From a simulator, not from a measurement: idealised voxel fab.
process module | voxel self aligned vias
For reference, the cross-section in this document is cut, with width 235 nm and square cells of 5 nm.
This document writes a cross-section as a grid whose cells are square, and gives it as bands, listed from the top down; one or more rows of cells form a band.
It is stipulated that each band's entry specify, in nanometres, the height of the top of the band and then that of its bottom, followed by the materials of the band in left-to-right sequence, each together with its width in nanometres. A single material marked by the word "throughout" is understood to fill the band from edge to edge; the word "air" is understood to denote empty space.
Convention: height 0 is the level below which the wafer, as received, is all one material. The lowest band does not terminate at the bottom but continues downward, represented as "from 0 down".
Quick explanation for "30..40": the width changes in equal steps down the rows of cells, from the first number in the band's top row to the second number in its bottom row.
Take "everything unchanged" at face value: in the step it is given for, the cross-section changed in none of its cells.
Empty spaces without an open route to the top, at least 8 cells in extent, make up the entry "Closed void roster"; each is given as width x height at distance, where the distance is measured from the left edge, and all are in nm.
Heads up: the bit after the settings on a step's line is the simulator's remark on that step.
"overlay nm" on a masked step: distance the mask lay right of its planned place, negative for left.
## Steps in the process plan
| 1 | RECEIVE [material Si] |
| 2 | CONFORMAL_DEP [material SiO2] [thk nm 10] |
| 3 | CONFORMAL_DEP [material SiCN] [thk nm 5] |
| 4 | DIRECTIONAL_DEP [material lowk] [thk nm 20] |
| 5 | MASKED_ETCH [tone open] [mask id LINES] [width nm 30] [pitch nm 70] [etch materials lowk] [depth nm 20] [overlay nm 0] |
| 6 | CONFORMAL_DEP [material TiN] [thk nm 5] |
| 7 | FILL_DEP [material W] [thk nm 10] |
| 8 | CMP [height nm 35] |
| 9 | SELECTIVE_ETCH [etch materials W Ru TiN] [depth nm 5] |
| 10 | FILL_DEP [material SiN] [thk nm 5] |
| 11 | CMP [height nm 35] |
| 12 | DIRECTIONAL_DEP [material lowk] [thk nm 15] |
| 13 | PATTERN [tone open] [mask id VIAS] [material resist] [width nm 50] [thk nm 20] [overlay nm 0] |
| 14 | DIRECTIONAL_ETCH [etch materials lowk] [depth nm 15] |
| 15 | DIRECTIONAL_ETCH [etch materials SiN] [depth nm 5] |
| 16 | STRIP [etch materials resist] |
| 17 | CONFORMAL_DEP [material TiN] [thk nm 5] |
| 18 | FILL_DEP [material Cu] [thk nm 5] |
| 19 | CMP [height nm 50] |
| 20 | CONFORMAL_DEP [material SiCN] [thk nm 5] |
## Account of the first of two wafers, which was processed as intended
## Cross-section of the wafer upon arrival, representing the state reached after step 1
	from 0 down = Si throughout
	Closed void roster: none
## So this is the wafer cross-section right after step 2
	from 10 to 0 = SiO2 throughout
	Rest of section, below 0: as before.
## So this is the wafer cross-section right after step 3
	from 15 to 10 = SiCN throughout
	Rest of section, below 10: as before.
## So this is the wafer cross-section right after step 4
	from 35 to 15 = lowk throughout
	Rest of section, below 15: as before.
## So this is the wafer cross-section right after step 5
	from 35 to 15 = lowk=65; air=30; lowk=40; air=30; lowk=70
	Rest of section, below 15: as before.
## So this is the wafer cross-section right after step 6
	from 40 to 35 = TiN=70; air=20; TiN=50; air=20; TiN=75
	from 35 to 20 = lowk=65; TiN=5; air=20; TiN=5; lowk=40; TiN=5; air=20; TiN=5; lowk=70
	from 20 to 15 = lowk=65; TiN=30; lowk=40; TiN=30; lowk=70
	Rest of section, below 15: as before.
## So this is the wafer cross-section right after step 7
	from 50 to 40 = W throughout
	from 40 to 35 = TiN=70; W=20; TiN=50; W=20; TiN=75
	from 35 to 20 = lowk=65; TiN=5; W=20; TiN=5; lowk=40; TiN=5; W=20; TiN=5; lowk=70
	Rest of section, below 20: as before.
## So this is the wafer cross-section right after step 8
	from 35 to 20 = lowk=65; TiN=5; W=20; TiN=5; lowk=40; TiN=5; W=20; TiN=5; lowk=70
	Rest of section, below 20: as before.
## So this is the wafer cross-section right after step 9
	from 35 to 30 = lowk=65; air=30; lowk=40; air=30; lowk=70
	Rest of section, below 30: as before.
## So this is the wafer cross-section right after step 10
	from 40 to 35 = SiN throughout
	from 35 to 30 = lowk=65; SiN=30; lowk=40; SiN=30; lowk=70
	Rest of section, below 30: as before.
## So this is the wafer cross-section right after step 11
	from 35 to 30 = lowk=65; SiN=30; lowk=40; SiN=30; lowk=70
	Rest of section, below 30: as before.
## So this is the wafer cross-section right after step 12
	from 50 to 35 = lowk throughout
	Rest of section, below 35: as before.
## So this is the wafer cross-section right after step 13
	from 70 to 50 = resist=55; air=50; resist=130
	Rest of section, below 50: as before.
## So this is the wafer cross-section right after step 14
	from 70 to 50 = resist=55; air=50; resist=130
	from 50 to 35 = lowk=55; air=50; lowk=130
	Rest of section, below 35: as before.
## So this is the wafer cross-section right after step 15
	from 70 to 50 = resist=55; air=50; resist=130
	from 50 to 35 = lowk=55; air=50; lowk=130
	from 35 to 30 = lowk=65; air=30; lowk=40; SiN=30; lowk=70
	Rest of section, below 30: as before.
## So this is the wafer cross-section right after step 16
	from 50 to 35 = lowk=55; air=50; lowk=130
	Rest of section, below 35: as before.
## So this is the wafer cross-section right after step 17
	from 55 to 50 = TiN=60; air=40; TiN=135
	from 50 to 40 = lowk=55; TiN=5; air=40; TiN=5; lowk=130
	from 40 to 35 = lowk=55; TiN=15; air=20; TiN=15; lowk=130
	from 35 to 30 = lowk=65; TiN=30; lowk=40; SiN=30; lowk=70
	Rest of section, below 30: as before.
## So this is the wafer cross-section right after step 18
	from 60 to 55 = Cu throughout
	from 55 to 50 = TiN=60; Cu=40; TiN=135
	from 50 to 40 = lowk=55; TiN=5; Cu=40; TiN=5; lowk=130
	from 40 to 35 = lowk=55; TiN=15; Cu=20; TiN=15; lowk=130
	Rest of section, below 35: as before.
## So this is the wafer cross-section right after step 19
	from 50 to 40 = lowk=55; TiN=5; Cu=40; TiN=5; lowk=130
	Rest of section, below 40: as before.
## So this is the wafer cross-section right after step 20
	from 55 to 50 = SiCN throughout
	Rest of section, below 50: as before.
## Wafer two. Same start, same plan, one slip in execution. Same as wafer one through step 11, inclusive
## X-section, second wafer, when step 12 was due to finish
	from 50 to 35 = Cu throughout
	Rest of section, below 35: as before.
## X-section, second wafer, when step 13 was due to finish
	from 70 to 50 = resist=55; air=50; resist=130
	Rest of section, below 50: as before.
X-section, second wafer, when step 14 was due to finish: everything unchanged
X-section, second wafer, when step 15 was due to finish: everything unchanged
## X-section, second wafer, when step 16 was due to finish
	from 50 to 35 = Cu throughout
	Rest of section, below 35: as before.
## X-section, second wafer, when step 17 was due to finish
	from 55 to 50 = TiN throughout
	Rest of section, below 50: as before.
## X-section, second wafer, when step 18 was due to finish
	from 60 to 55 = Cu throughout
	Rest of section, below 55: as before.
## X-section, second wafer, when step 19 was due to finish
	from 50 to 35 = Cu throughout
	Rest of section, below 35: as before.
## X-section, second wafer, when step 20 was due to finish
	from 55 to 50 = SiCN throughout
	Rest of section, below 50: as before.
The plan and the run diverged here: off-plan run, step 12, actual operation and settings DIRECTIONAL_DEP [material Cu] [thk nm 15]
The second wafer ends with more or fewer cells of some materials than the first, per final count: +121 Cu, +6 SiN, -16 TiN, -111 lowk
